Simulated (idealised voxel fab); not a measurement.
Process module under the name voxel wiring stack
The cross-section shown here is cut; it is 185 nm wide and divided into square cells measuring 5 nm on a side.
In this document a cross-section is written as a grid of square cells. It is given as a series of bands, listed from the top down, and a band is one or more rows of cells.
First you get the band's top height and its bottom height, in nm, and then the materials it's made of, left to right, with each width in nm. If you see a single material with "full width", that one covers the band edge to edge. "air" is empty space.
Counting heights begins at 0, where everything beneath is, in the wafer as received, one material. The lowest band has no bottom; it goes on downwards, as "0 down" shows.
Width spec "30->40" -> top row of cells at first value, bottom row at second value, equal per-row change in between.
"same as before" -> step changed no cross-section cell.
Heads up: "Fully enclosed voids" only lists the empty pockets with no open path to the top that are 8 cells or more, and it writes them as width x height at distance, distance from the left edge, in nm.
The remark found on a step's line after its settings is issued by the simulator itself and pertains to that step.
overlay nm: for a step with a mask, the amount by which the mask lay right of where it was planned; a negative amount means left of it.
Read each pair as before and after one process step. The after cross-section shows only down to the lowest band that changed. The step between them and its settings are given below the pair. Pairs can come from different runs of this module on the same starting wafer. A pair continues from the pair above only where its "Pre-process" entry says so.
[Pre-process]
> 75 to 40 | lowk full width
> 40 to 35 | SiCN full width
> 35 to 15 | SiO2 50; TiN 5; Ru 20; TiN 5; SiO2 20; TiN 5; Ru 20; TiN 5; SiO2 55
> 15 to 10 | SiCN 50; TiN 30; SiCN 20; TiN 30; SiCN 55
> 10 to 0 | SiO2 full width
> 0 down | Si full width
> Fully enclosed voids: none
[Structure After Step]
> 95 to 75 | resist 50; air 35; resist 15; air 35; resist 50
> Nothing below the height 75 has changed.
> Fully enclosed voids: none
Upper to lower cross-section via PATTERN [tone open] [mask id METAL_2] [material resist] [width nm 35] [pitch nm 50] [thk nm 20] [overlay nm 0]
Pre-process: nothing new to draw here, it's the after view of the pair just above.
[Structure After Step]
> 95 to 75 | resist 50; air 35; resist 15; air 35; resist 50
> 75 to 55 | lowk 50; air 35; lowk 15; air 35; lowk 50
> Nothing below the height 55 has changed.
> Fully enclosed voids: none
Upper to lower cross-section via DIRECTIONAL_ETCH [etch materials lowk] [depth nm 20]
Pre-process: nothing new to draw here, it's the after view of the pair just above.
[Structure After Step]
> 75 to 55 | lowk 50; air 35; lowk 15; air 35; lowk 50
> Nothing below the height 55 has changed.
> Fully enclosed voids: none
Upper to lower cross-section via STRIP [etch materials resist]
Pre-process: nothing new to draw here, it's the after view of the pair just above.
[Structure After Step]
> 90 to 75 | resist 50; air 15; resist 35; air 15; resist 70
> 75 to 55 | lowk 50; air 15; resist 20; lowk 15; air 15; resist 20; lowk 50
> Nothing below the height 55 has changed.
> Fully enclosed voids: none
Upper to lower cross-section via PATTERN [tone open] [mask id METAL_2_HOLES] [material resist] [width nm 15] [pitch nm 50] [thk nm 15] [overlay nm 0]
Pre-process: nothing new to draw here, it's the after view of the pair just above.
[Structure After Step]
> 90 to 75 | resist 50; air 15; resist 35; air 15; resist 70
> 75 to 55 | lowk 50; air 15; resist 20; lowk 15; air 15; resist 20; lowk 50
> 55 to 40 | lowk 50; air 15; lowk 35; air 15; lowk 70
> Nothing below the height 40 has changed.
> Fully enclosed voids: none
Upper to lower cross-section via DIRECTIONAL_ETCH [etch materials lowk] [depth nm 15]
Pre-process: nothing new to draw here, it's the after view of the pair just above.
[Structure After Step]
> 90 to 75 | resist 50; air 15; resist 35; air 15; resist 70
> 75 to 55 | lowk 50; air 15; resist 20; lowk 15; air 15; resist 20; lowk 50
> 55 to 40 | lowk 50; air 15; lowk 35; air 15; lowk 70
> 40 to 35 | SiCN 50; air 15; SiCN 35; air 15; SiCN 70
> Nothing below the height 35 has changed.
> Fully enclosed voids: none
Upper to lower cross-section via DIRECTIONAL_ETCH [etch materials SiCN] [depth nm 5]
Pre-process: nothing new to draw here, it's the after view of the pair just above.
[Structure After Step]
> 75 to 55 | lowk 50; air 35; lowk 15; air 35; lowk 50
> Nothing below the height 55 has changed.
> Fully enclosed voids: none
Upper to lower cross-section via STRIP [etch materials resist]
Pre-process: nothing new to draw here, it's the after view of the pair just above.
[Structure After Step]
> 80 to 75 | TiN 55; air 25; TiN 25; air 25; TiN 55
> 75 to 60 | lowk 50; TiN 5; air 25; TiN 5; lowk 15; TiN 5; air 25; TiN 5; lowk 50
> 60 to 55 | lowk 50; TiN 5; air 5; TiN 25; lowk 15; TiN 5; air 5; TiN 25; lowk 50
> 55 to 40 | lowk 50; TiN 5; air 5; TiN 5; lowk 35; TiN 5; air 5; TiN 5; lowk 70
> 40 to 35 | SiCN 50; TiN 15; SiCN 35; TiN 15; SiCN 70
> Nothing below the height 35 has changed.
> Fully enclosed voids: none
Upper to lower cross-section via CONFORMAL_DEP [material TiN] [thk nm 5]
Pre-process: nothing new to draw here, it's the after view of the pair just above.
[Structure After Step]
> 85 to 80 | Cu full width
> 80 to 75 | TiN 55; Cu 25; TiN 25; Cu 25; TiN 55
> 75 to 60 | lowk 50; TiN 5; Cu 25; TiN 5; lowk 15; TiN 5; Cu 25; TiN 5; lowk 50
> 60 to 55 | lowk 50; TiN 5; Cu 5; TiN 25; lowk 15; TiN 5; Cu 5; TiN 25; lowk 50
> 55 to 40 | lowk 50; TiN 5; Cu 5; TiN 5; lowk 35; TiN 5; Cu 5; TiN 5; lowk 70
> Nothing below the height 40 has changed.
> Fully enclosed voids: none
Upper to lower cross-section via FILL_DEP [material Cu] [thk nm 5]
Pre-process: nothing new to draw here, it's the after view of the pair just above.
[Structure After Step]
> 75 to 60 | lowk 50; TiN 5; Cu 25; TiN 5; lowk 15; TiN 5; Cu 25; TiN 5; lowk 50
> Nothing below the height 60 has changed.
> Fully enclosed voids: none
Upper to lower cross-section via CMP [height nm 75]
Pre-process: nothing new to draw here, it's the after view of the pair just above.
[Structure After Step]
> 80 to 75 | SiN full width
> Nothing below the height 75 has changed.
> Fully enclosed voids: none
Upper to lower cross-section via CONFORMAL_DEP [material SiN] [thk nm 5]
[Pre-process]
> 50 to 35 | aC full width
> 35 to 15 | SiO2 full width
> 15 to 10 | SiCN full width
> 10 to 0 | SiO2 full width
> 0 down | Si full width
> Fully enclosed voids: none
[Structure After Step]
> 85 to 50 | resist 60; air 30; resist 20; air 30; resist 45
> Nothing below the height 50 has changed.
> Fully enclosed voids: none
Upper to lower cross-section via PATTERN [tone open] [mask id METAL_1] [material resist] [width nm 30] [pitch nm 50] [thk nm 35] [overlay nm 10]
Pre-process: nothing new to draw here, it's the after view of the pair just above.
[Structure After Step]
> 70 to 50 | resist 60; air 30; resist 20; air 30; resist 45
> 50 to 35 | aC 60; air 30; aC 20; air 30; aC 45
> Nothing below the height 35 has changed.
> Fully enclosed voids: none
Upper to lower cross-section via DIRECTIONAL_ETCH [etch materials aC] [depth nm 15]
Pre-process: nothing new to draw here, it's the after view of the pair just above.
[Structure After Step]
> 50 to 35 | aC 60; air 30; aC 20; air 30; aC 45
> Nothing below the height 35 has changed.
> Fully enclosed voids: none
Upper to lower cross-section via STRIP [etch materials resist]
Pre-process: nothing new to draw here, it's the after view of the pair just above.
[Structure After Step]
> 50 to 35 | aC 60; air 30; aC 20; air 30; aC 45
> 35 to 15 | SiO2 60; air 30; SiO2 20; air 30; SiO2 45
> Nothing below the height 15 has changed.
> Fully enclosed voids: none
Upper to lower cross-section via DIRECTIONAL_ETCH [etch materials SiO2] [depth nm 20]
Pre-process: nothing new to draw here, it's the after view of the pair just above.
[Structure After Step]
> 50 to 35 | aC 60; air 30; aC 20; air 30; aC 45
> 35 to 15 | SiO2 60; air 30; SiO2 20; air 30; SiO2 45
> 15 to 10 | SiCN 60; air 30; SiCN 20; air 30; SiCN 45
> Nothing below the height 10 has changed.
> Fully enclosed voids: none
Upper to lower cross-section via DIRECTIONAL_ETCH [etch materials SiCN] [depth nm 5]
Pre-process: nothing new to draw here, it's the after view of the pair just above.
[Structure After Step]
> 35 to 15 | SiO2 60; air 30; SiO2 20; air 30; SiO2 45
> Nothing below the height 15 has changed.
> Fully enclosed voids: none
Upper to lower cross-section via STRIP [etch materials aC]
Pre-process: nothing new to draw here, it's the after view of the pair just above.
[Structure After Step]
> 40 to 35 | TiN 65; air 20; TiN 30; air 20; TiN 50
> 35 to 15 | SiO2 60; TiN 5; air 20; TiN 5; SiO2 20; TiN 5; air 20; TiN 5; SiO2 45
> 15 to 10 | SiCN 60; TiN 30; SiCN 20; TiN 30; SiCN 45
> Nothing below the height 10 has changed.
> Fully enclosed voids: none
Upper to lower cross-section via CONFORMAL_DEP [material TiN] [thk nm 5]
Pre-process: nothing new to draw here, it's the after view of the pair just above.
[Structure After Step]
> 45 to 40 | Ru full width
> 40 to 35 | TiN 65; Ru 20; TiN 30; Ru 20; TiN 50
> 35 to 15 | SiO2 60; TiN 5; Ru 20; TiN 5; SiO2 20; TiN 5; Ru 20; TiN 5; SiO2 45
> Nothing below the height 15 has changed.
> Fully enclosed voids: none
Upper to lower cross-section via FILL_DEP [material Ru] [thk nm 5]
Pre-process: nothing new to draw here, it's the after view of the pair just above.
[Structure After Step]
> 35 to 15 | SiO2 60; TiN 5; Ru 20; TiN 5; SiO2 20; TiN 5; Ru 20; TiN 5; SiO2 45
> Nothing below the height 15 has changed.
> Fully enclosed voids: none
Upper to lower cross-section via CMP [height nm 35]
Pre-process: nothing new to draw here, it's the after view of the pair just above.
[Structure After Step]
> 40 to 35 | SiCN full width
> Nothing below the height 35 has changed.
> Fully enclosed voids: none
Upper to lower cross-section via CONFORMAL_DEP [material SiCN] [thk nm 5]
Pre-process: nothing new to draw here, it's the after view of the pair just above.
[Structure After Step]
> 75 to 40 | lowk full width
> Nothing below the height 40 has changed.
> Fully enclosed voids: none
Upper to lower cross-section via DIRECTIONAL_DEP [material lowk] [thk nm 35]
Pre-process: nothing new to draw here, it's the after view of the pair just above.
[Structure After Step]
> 95 to 75 | resist 50; air 30; resist 20; air 30; resist 55
> Nothing below the height 75 has changed.
> Fully enclosed voids: none
Upper to lower cross-section via PATTERN [tone open] [mask id METAL_2] [material resist] [width nm 30] [pitch nm 50] [thk nm 20] [overlay nm 0]
Pre-process: nothing new to draw here, it's the after view of the pair just above.
[Structure After Step]
> 95 to 75 | resist 50; air 30; resist 20; air 30; resist 55
> 75 to 55 | lowk 50; air 30; lowk 20; air 30; lowk 55
> Nothing below the height 55 has changed.
> Fully enclosed voids: none
Upper to lower cross-section via DIRECTIONAL_ETCH [etch materials lowk] [depth nm 20]
Pre-process: nothing new to draw here, it's the after view of the pair just above.
[Structure After Step]
> 75 to 55 | lowk 50; air 30; lowk 20; air 30; lowk 55
> Nothing below the height 55 has changed.
> Fully enclosed voids: none
Upper to lower cross-section via STRIP [etch materials resist]
Pre-process: nothing new to draw here, it's the after view of the pair just above.
[Structure After Step]
> 90 to 75 | resist 50; air 15; resist 35; air 15; resist 70
> 75 to 55 | lowk 50; air 15; resist 15; lowk 20; air 15; resist 15; lowk 55
> Nothing below the height 55 has changed.
> Fully enclosed voids: none
Upper to lower cross-section via PATTERN [tone open] [mask id METAL_2_HOLES] [material resist] [width nm 15] [pitch nm 50] [thk nm 15] [overlay nm 0]
Pre-process: nothing new to draw here, it's the after view of the pair just above.
[Structure After Step]
> 90 to 75 | resist 50; air 15; resist 35; air 15; resist 70
> 75 to 55 | lowk 50; air 15; resist 15; lowk 20; air 15; resist 15; lowk 55
> 55 to 40 | lowk 50; air 15; lowk 35; air 15; lowk 70
> Nothing below the height 40 has changed.
> Fully enclosed voids: none
Upper to lower cross-section via DIRECTIONAL_ETCH [etch materials lowk] [depth nm 15]
Pre-process: nothing new to draw here, it's the after view of the pair just above.
[Structure After Step]
> 90 to 75 | resist 50; air 15; resist 35; air 15; resist 70
> 75 to 55 | lowk 50; air 15; resist 15; lowk 20; air 15; resist 15; lowk 55
> 55 to 40 | lowk 50; air 15; lowk 35; air 15; lowk 70
> 40 to 35 | SiCN 50; air 15; SiCN 35; air 15; SiCN 70
> Nothing below the height 35 has changed.
> Fully enclosed voids: none
Upper to lower cross-section via DIRECTIONAL_ETCH [etch materials SiCN] [depth nm 5]
Pre-process: nothing new to draw here, it's the after view of the pair just above.
[Structure After Step]
> 75 to 55 | lowk 50; air 30; lowk 20; air 30; lowk 55
> Nothing below the height 55 has changed.
> Fully enclosed voids: none
Upper to lower cross-section via STRIP [etch materials resist]
Pre-process: nothing new to draw here, it's the after view of the pair just above.
[Structure After Step]
> 80 to 75 | TiN 55; air 20; TiN 30; air 20; TiN 60
> 75 to 60 | lowk 50; TiN 5; air 20; TiN 5; lowk 20; TiN 5; air 20; TiN 5; lowk 55
> 60 to 55 | lowk 50; TiN 5; air 5; TiN 20; lowk 20; TiN 5; air 5; TiN 20; lowk 55
> 55 to 40 | lowk 50; TiN 5; air 5; TiN 5; lowk 35; TiN 5; air 5; TiN 5; lowk 70
> 40 to 35 | SiCN 50; TiN 15; SiCN 35; TiN 15; SiCN 70
> Nothing below the height 35 has changed.
> Fully enclosed voids: none
Upper to lower cross-section via CONFORMAL_DEP [material TiN] [thk nm 5]
Pre-process: nothing new to draw here, it's the after view of the pair just above.
[Structure After Step]
> 85 to 80 | Cu full width
> 80 to 75 | TiN 55; Cu 20; TiN 30; Cu 20; TiN 60
> 75 to 60 | lowk 50; TiN 5; Cu 20; TiN 5; lowk 20; TiN 5; Cu 20; TiN 5; lowk 55
> 60 to 55 | lowk 50; TiN 5; Cu 5; TiN 20; lowk 20; TiN 5; Cu 5; TiN 20; lowk 55
> 55 to 40 | lowk 50; TiN 5; Cu 5; TiN 5; lowk 35; TiN 5; Cu 5; TiN 5; lowk 70
> Nothing below the height 40 has changed.
> Fully enclosed voids: none
Upper to lower cross-section via FILL_DEP [material Cu] [thk nm 5]
Pre-process: nothing new to draw here, it's the after view of the pair just above.
[Structure After Step]
> 75 to 60 | lowk 50; TiN 5; Cu 20; TiN 5; lowk 20; TiN 5; Cu 20; TiN 5; lowk 55
> Nothing below the height 60 has changed.
> Fully enclosed voids: none
Upper to lower cross-section via CMP [height nm 75]
Pre-process: nothing new to draw here, it's the after view of the pair just above.
[Structure After Step]
> 80 to 75 | SiN full width
> Nothing below the height 75 has changed.
> Fully enclosed voids: none
Upper to lower cross-section via CONFORMAL_DEP [material SiN] [thk nm 5]
[Pre-process]
> 75 to 60 | lowk 50; TiN 5; Cu 20; TiN 5; lowk 20; TiN 5; Cu 20; TiN 5; lowk 55
> 60 to 55 | lowk 50; TiN 5; Cu 5; TiN 20; lowk 20; TiN 5; Cu 5; TiN 20; lowk 55
> 55 to 40 | lowk 50; TiN 5; Cu 5; TiN 5; lowk 35; TiN 5; Cu 5; TiN 5; lowk 70
> 40 to 35 | SiCN 50; TiN 15; SiCN 35; TiN 15; SiCN 70
> 35 to 15 | SiO2 50; TiN 5; Ru 20; TiN 5; SiO2 20; TiN 5; Ru 20; TiN 5; SiO2 55
> 15 to 10 | SiCN 50; TiN 30; SiCN 20; TiN 30; SiCN 55
> 10 to 0 | SiO2 full width
> 0 down | Si full width
> Fully enclosed voids: none
[Structure After Step]
> 80 to 75 | SiO2 full width
> Nothing below the height 75 has changed.
> Fully enclosed voids: none
Upper to lower cross-section via CONFORMAL_DEP [material SiO2] [thk nm 5]
[Pre-process]
> 75 to 40 | lowk full width
> 40 to 35 | SiCN full width
> 35 to 15 | SiO2 50; TiN 5; Ru 20; TiN 5; SiO2 20; TiN 5; Ru 20; TiN 5; SiO2 55
> 15 to 10 | SiCN 50; TiN 30; SiCN 20; TiN 30; SiCN 55
> 10 to 0 | SiO2 full width
> 0 down | Si full width
> Fully enclosed voids: none
[Structure After Step]
> 95 to 75 | air 50; resist 30; air 20; resist 30; air 55
> Nothing below the height 75 has changed.
> Fully enclosed voids: none
Upper to lower cross-section via PATTERN [tone cover] [mask id METAL_2] [material resist] [width nm 30] [pitch nm 50] [thk nm 20] [overlay nm 0]
Pre-process: nothing new to draw here, it's the after view of the pair just above.
[Structure After Step]
> 95 to 75 | air 50; resist 30; air 20; resist 30; air 55
> 75 to 55 | air 50; lowk 30; air 20; lowk 30; air 55
> Nothing below the height 55 has changed.
> Fully enclosed voids: none
Upper to lower cross-section via DIRECTIONAL_ETCH [etch materials lowk] [depth nm 20]
Pre-process: nothing new to draw here, it's the after view of the pair just above.
[Structure After Step]
> 75 to 55 | air 50; lowk 30; air 20; lowk 30; air 55
> Nothing below the height 55 has changed.
> Fully enclosed voids: none
Upper to lower cross-section via STRIP [etch materials resist]
Pre-process: nothing new to draw here, it's the after view of the pair just above.
[Structure After Step]
> 90 to 75 | resist 50; air 15; resist 35; air 15; resist 70
> 75 to 55 | resist 50; lowk 30; resist 20; lowk 30; resist 55
> Nothing below the height 55 has changed.
> Fully enclosed voids: none
Upper to lower cross-section via PATTERN [tone open] [mask id METAL_2_HOLES] [material resist] [width nm 15] [pitch nm 50] [thk nm 15] [overlay nm 0]
Pre-process: nothing new to draw here, it's the after view of the pair just above.
[Structure After Step]
> 90 to 75 | resist 50; air 15; resist 35; air 15; resist 70
> 75 to 60 | resist 50; air 15; lowk 15; resist 20; air 15; lowk 15; resist 55
> Nothing below the height 60 has changed.
> Fully enclosed voids: none
Upper to lower cross-section via DIRECTIONAL_ETCH [etch materials lowk] [depth nm 15]
Pre-process: nothing new to draw here, it's the after view of the pair just above.
[Structure After Step]
> 75 to 60 | air 65; lowk 15; air 35; lowk 15; air 55
> 60 to 55 | air 50; lowk 30; air 20; lowk 30; air 55
> Nothing below the height 55 has changed.
> Fully enclosed voids: none
Upper to lower cross-section via STRIP [etch materials resist]
Pre-process: nothing new to draw here, it's the after view of the pair just above.
[Structure After Step]
> 80 to 75 | air 60; TiN 25; air 25; TiN 25; air 50
> 75 to 65 | air 60; TiN 5; lowk 15; TiN 5; air 25; TiN 5; lowk 15; TiN 5; air 50
> 65 to 60 | air 45; TiN 20; lowk 15; TiN 5; air 10; TiN 20; lowk 15; TiN 5; air 50
> 60 to 55 | TiN 50; lowk 30; TiN 20; lowk 30; TiN 55
> Nothing below the height 55 has changed.
> Fully enclosed voids: none
Upper to lower cross-section via CONFORMAL_DEP [material TiN] [thk nm 5]
Pre-process: nothing new to draw here, it's the after view of the pair just above.
[Structure After Step]
> 85 to 80 | Cu full width
> 80 to 75 | Cu 60; TiN 25; Cu 25; TiN 25; Cu 50
> 75 to 65 | Cu 60; TiN 5; lowk 15; TiN 5; Cu 25; TiN 5; lowk 15; TiN 5; Cu 50
> 65 to 60 | Cu 45; TiN 20; lowk 15; TiN 5; Cu 10; TiN 20; lowk 15; TiN 5; Cu 50
> Nothing below the height 60 has changed.
> Fully enclosed voids: none
Upper to lower cross-section via FILL_DEP [material Cu] [thk nm 5]
Pre-process: nothing new to draw here, it's the after view of the pair just above.
[Structure After Step]
> 75 to 65 | Cu 60; TiN 5; lowk 15; TiN 5; Cu 25; TiN 5; lowk 15; TiN 5; Cu 50
> Nothing below the height 65 has changed.
> Fully enclosed voids: none
Upper to lower cross-section via CMP [height nm 75]
Pre-process: nothing new to draw here, it's the after view of the pair just above.
[Structure After Step]
> 80 to 75 | SiN full width
> Nothing below the height 75 has changed.
> Fully enclosed voids: none
Upper to lower cross-section via CONFORMAL_DEP [material SiN] [thk nm 5]
